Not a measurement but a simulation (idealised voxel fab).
You're looking at the process module voxel tone inversion.
Section shown: cut. Width: 235 nm. Cell size: 5 nm, square.
For the purposes of this document, a cross-section shall be understood as a grid of square cells, specified as bands listed in top-to-bottom order, each band consisting of one or more rows of cells.
It is stipulated that each band's entry specify, in nanometres, the height of the top of the band and then that of its bottom, followed by the materials of the band in left-to-right sequence, each together with its width in nanometres. A single material marked by the word "all across" is understood to fill the band from edge to edge; the word "air" is understood to denote empty space.
Heights are measured from 0, the level below which the as-received wafer is all one material; the lowest band has no bottom and continues downward, written as in "0 nm and below".
With a width like "30..40", each row of cells in the band differs from the next by the same amount, the top row carrying the first number and the bottom row the second.
A step reported as "remains unaltered" is a step in which no cell of the cross-section changed.
Closed-off voids of 8+ cells (no open route to the top) go in "Enclosed internal voids", written width x height at distance from the left edge, in nm.
Text after the settings on a step's line: the simulator's own remark on that step.
overlay nm: step with mask; distance mask lay right of planned place; negative value = left of planned place.
### Planned step list for the process
1 RECEIVE,material Si
2 CONFORMAL_DEP,material SiCN,thk nm 5
3 DIRECTIONAL_DEP,material aC,thk nm 15
4 PATTERN,tone cover,mask id POSTS,material resist,width nm 20,pitch nm 45,thk nm 25,overlay nm -15
5 DIRECTIONAL_ETCH,etch materials aC,depth nm 15
6 STRIP,etch materials resist
7 FILL_DEP,material SiO2,thk nm 5
8 CMP,height nm 20
9 STRIP,etch materials aC
10 CONFORMAL_DEP,material TiN,thk nm 5
11 FILL_DEP,material W,thk nm 10
12 CMP,height nm 20
13 CONFORMAL_DEP,material SiN,thk nm 5
varied across the wafers: overlay nm of step 4. The plan shows the first wafer's value. All wafers start alike
### Cross-section: the first of several wafers in its as-received state, i.e. following step 1
- 0 nm and below = Si all across
- Enclosed internal voids: none
### End of module, by wafer: material-by-material cell gain (+) or loss (-) since receipt, then closed voids
overlay nm -15 | +47 SiCN | +47 SiN | +117 SiO2 | +16 TiN | +8 W | Enclosed internal voids: none
overlay nm -10 | +47 SiCN | +47 SiN | +117 SiO2 | +16 TiN | +8 W | Enclosed internal voids: none
overlay nm -5 | +47 SiCN | +47 SiN | +117 SiO2 | +16 TiN | +8 W | Enclosed internal voids: none
overlay nm 0 | +47 SiCN | +47 SiN | +117 SiO2 | +16 TiN | +8 W | Enclosed internal voids: none
overlay nm 5 | +47 SiCN | +47 SiN | +117 SiO2 | +16 TiN | +8 W | Enclosed internal voids: none
overlay nm 10 | +47 SiCN | +47 SiN | +117 SiO2 | +16 TiN | +8 W | Enclosed internal voids: none
overlay nm 15 | +47 SiCN | +47 SiN | +117 SiO2 | +16 TiN | +8 W | Enclosed internal voids: none
